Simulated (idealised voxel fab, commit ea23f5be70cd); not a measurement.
voxel transistor to metal: a process module
Square cell edge 5 nm, section width 180 nm, ID cut.
Cross-section spec: square-cell grid; bands listed top down; each band is one or more rows.
Top height, bottom height, nm. Materials left to right, width each, nm. Single material + "all across" = fills band edge to edge. "empty" = empty.
Basically, 0 is our baseline, since under it the wafer straight out of the box is all one material. The bottom band has no lower end and keeps on going down, so it looks like "0 and below".
Per-row width for "30->40": begins at first number (top row of band), ends at second number (bottom row), increment between rows held constant.
Key: "everything unchanged" - step with no changed cell in the cross-section.
Enclosed voids (no open way to top), threshold 8 cells or more, entry "Enclosed cavities", notation width x height at distance, distance from left edge, nm.
Formally, on a step line, whatever follows the settings is a remark that the simulator itself makes on the step.
The "overlay nm" setting may appear on a step's line; for a step that uses a mask, it gives how far to the right of its planned position the mask lay, and a negative value indicates the left.

The following list gives the planned process steps
1) RECEIVE (material Si)
2) CONFORMAL_DEP (material SiO2; thk nm 5)
3) CONFORMAL_DEP (material SiN; thk nm 10)
4) MASKED_ETCH (tone cover; mask id ACTIVE; width nm 105; etch materials SiN; depth nm 10; overlay nm 0)
5) MASKED_ETCH (tone cover; mask id ACTIVE; width nm 105; etch materials SiO2; depth nm 5; overlay nm 0)
6) MASKED_ETCH (tone cover; mask id ACTIVE; width nm 105; etch materials Si; depth nm 35; overlay nm 0)
7) FILL_DEP (material SiO2; thk nm 15)
8) CMP (height nm 15)
9) SELECTIVE_ETCH (etch materials SiO2; depth nm 5)
10) STRIP (etch materials SiN)
11) SELECTIVE_ETCH (etch materials SiO2; depth nm 5)
12) OXIDIZE (depth nm 5)
13) DIRECTIONAL_DEP (material polySi; thk nm 20)
14) DIRECTIONAL_DEP (material SiCN; thk nm 10)
15) MASKED_ETCH (tone cover; mask id GATE; width nm 25; etch materials SiCN; depth nm 20; overlay nm 0)
16) MASKED_ETCH (tone cover; mask id GATE; width nm 25; etch materials polySi; depth nm 30; overlay nm 0)
17) CONFORMAL_DEP (material SiN; thk nm 10)
18) DIRECTIONAL_ETCH (etch materials SiN; depth nm 10)
19) DIRECTIONAL_ETCH (etch materials SiO2; depth nm 5)
20) DIRECTIONAL_ETCH (etch materials Si; depth nm 10)
21) EPI (material nSi; thk nm 10)
22) FILL_DEP (material SiO2; thk nm 5)
23) CMP (height nm 30)
24) DIRECTIONAL_DEP (material SiO2; thk nm 15)
25) PATTERN (tone open; mask id CONTACT; material resist; width nm 30; pitch nm 65; thk nm 15; overlay nm 0)
26) DIRECTIONAL_ETCH (etch materials SiO2; depth nm 50)
27) STRIP (etch materials resist)
28) CONFORMAL_DEP (material TiN; thk nm 5)
29) FILL_DEP (material W; thk nm 5)
30) CMP (height nm 45)
31) CONFORMAL_DEP (material SiCN; thk nm 5)
32) DIRECTIONAL_DEP (material lowk; thk nm 25)
33) PATTERN (tone open; mask id METAL_1; material resist; width nm 15; pitch nm 80; thk nm 20; overlay nm 0)
34) DIRECTIONAL_ETCH (etch materials lowk; depth nm 25)
35) DIRECTIONAL_ETCH (etch materials SiCN; depth nm 5)
36) STRIP (etch materials resist)
37) CONFORMAL_DEP (material TiN; thk nm 5)
38) FILL_DEP (material W; thk nm 10)
39) CMP (height nm 75)
40) CONFORMAL_DEP (material SiCN; thk nm 5)
41) DIRECTIONAL_DEP (material SiO2; thk nm 35)
42) MASKED_ETCH (tone open; mask id METAL_2; width nm 15; pitch nm 80; etch materials SiO2; depth nm 20; overlay nm 0)
43) DIRECTIONAL_DEP (material aC; thk nm 10)
44) PATTERN (tone open; mask id METAL_2_HOLES; material resist; width nm 15; pitch nm 80; thk nm 25; overlay nm 0)
45) DIRECTIONAL_ETCH (etch materials aC; depth nm 10)
46) STRIP (etch materials resist)
47) DIRECTIONAL_ETCH (etch materials SiO2; depth nm 15)
48) DIRECTIONAL_ETCH (etch materials SiCN; depth nm 5)
49) STRIP (etch materials aC)
50) CONFORMAL_DEP (material TiN; thk nm 5)
51) FILL_DEP (material Cu; thk nm 10)
52) CMP (height nm 115)
53) CONFORMAL_DEP (material SiCN; thk nm 5)

As-received state of the wafer in cross-section, equivalent to post-step 1
    0 and below  Si all across
    Enclosed cavities: none

Cross-sectional image of the first of two wafers at the end of the module, the run having proceeded as planned
    120 down to 115  SiCN all across
    115 down to 80  SiO2 40 | TiN 5 | Cu 5 | TiN 5 | SiO2 65 | TiN 5 | Cu 5 | TiN 5 | SiO2 45
    80 down to 75  SiCN 40 | TiN 15 | SiCN 65 | TiN 15 | SiCN 45
    75 down to 50  lowk 40 | TiN 5 | W 5 | TiN 5 | lowk 65 | TiN 5 | W 5 | TiN 5 | lowk 45
    50 down to 45  SiCN 40 | TiN 15 | SiCN 65 | TiN 15 | SiCN 45
    45 down to 35  SiO2 40 | TiN 5 | W 20 | TiN 5 | SiO2 35 | TiN 5 | W 20 | TiN 5 | SiO2 45
    35 down to 30  SiO2 40 | TiN 5 | W 15 | TiN 10 | SiO2 35 | TiN 10 | W 15 | TiN 5 | SiO2 45
    30 down to 20  SiO2 40 | TiN 5 | W 15 | TiN 5 | SiN 10 | SiCN 25 | SiN 10 | TiN 5 | W 15 | TiN 5 | SiO2 45
    20 down to 10  SiO2 40 | TiN 5 | W 15 | TiN 5 | SiN 10 | polySi 25 | SiN 10 | TiN 5 | W 15 | TiN 5 | SiO2 45
    10 down to 5  SiO2 40 | TiN 25 | SiN 10 | polySi 25 | SiN 10 | TiN 25 | SiO2 45
    5 down to 0  SiO2 30 | SiN 10 | nSi 10 | TiN 5 | nSi 10 | SiN 10 | polySi 25 | SiN 10 | nSi 10 | TiN 5 | nSi 10 | SiN 10 | SiO2 35
    0 down to -5  SiO2 40 | nSi 10 | TiN 5 | nSi 10 | SiO2 45 | nSi 10 | TiN 5 | nSi 10 | SiO2 45
    -5 down to -15  SiO2 35 | Si 5 | nSi 25 | Si 45 | nSi 25 | Si 5 | SiO2 40
    -15 down to -35  SiO2 35 | Si 105 | SiO2 40
    -35 and below  Si all across
    Enclosed cavities: none

This is the second of the two wafers, cross-sectioned at the end of the module; it started exactly like the first and was given the same plan, but it was run with one mistake
    120 down to 115  SiCN all across
    115 down to 95  SiO2 40 | TiN 5 | Cu 5 | TiN 5 | SiO2 65 | TiN 5 | Cu 5 | TiN 5 | SiO2 45
    95 down to 90  SiCN 40 | TiN 15 | SiCN 65 | TiN 15 | SiCN 45
    90 down to 80  W all across
    80 down to 75  TiN 45 | W 5 | TiN 75 | W 5 | TiN 50
    75 down to 50  lowk 40 | TiN 5 | W 5 | TiN 5 | lowk 65 | TiN 5 | W 5 | TiN 5 | lowk 45
    50 down to 45  SiCN 40 | TiN 15 | SiCN 65 | TiN 15 | SiCN 45
    45 down to 35  SiO2 40 | TiN 5 | W 20 | TiN 5 | SiO2 35 | TiN 5 | W 20 | TiN 5 | SiO2 45
    35 down to 30  SiO2 40 | TiN 5 | W 15 | TiN 10 | SiO2 35 | TiN 10 | W 15 | TiN 5 | SiO2 45
    30 down to 20  SiO2 40 | TiN 5 | W 15 | TiN 5 | SiN 10 | SiCN 25 | SiN 10 | TiN 5 | W 15 | TiN 5 | SiO2 45
    20 down to 10  SiO2 40 | TiN 5 | W 15 | TiN 5 | SiN 10 | polySi 25 | SiN 10 | TiN 5 | W 15 | TiN 5 | SiO2 45
    10 down to 5  SiO2 40 | TiN 25 | SiN 10 | polySi 25 | SiN 10 | TiN 25 | SiO2 45
    5 down to 0  SiO2 30 | SiN 10 | nSi 10 | TiN 5 | nSi 10 | SiN 10 | polySi 25 | SiN 10 | nSi 10 | TiN 5 | nSi 10 | SiN 10 | SiO2 35
    0 down to -5  SiO2 40 | nSi 10 | TiN 5 | nSi 10 | SiO2 45 | nSi 10 | TiN 5 | nSi 10 | SiO2 45
    -5 down to -15  SiO2 35 | Si 5 | nSi 25 | Si 45 | nSi 25 | Si 5 | SiO2 40
    -15 down to -35  SiO2 35 | Si 105 | SiO2 40
    -35 and below  Si all across
    Enclosed cavities: none
It is concluded that the wafer was processed incorrectly with respect to the plan, in that no execution of plan step 39; skipped
Upon completion, the second wafer contains, in terms of cells, a greater or smaller amount of certain materials than the first wafer: -6 Cu | -90 SiO2 | +22 TiN | +74 W
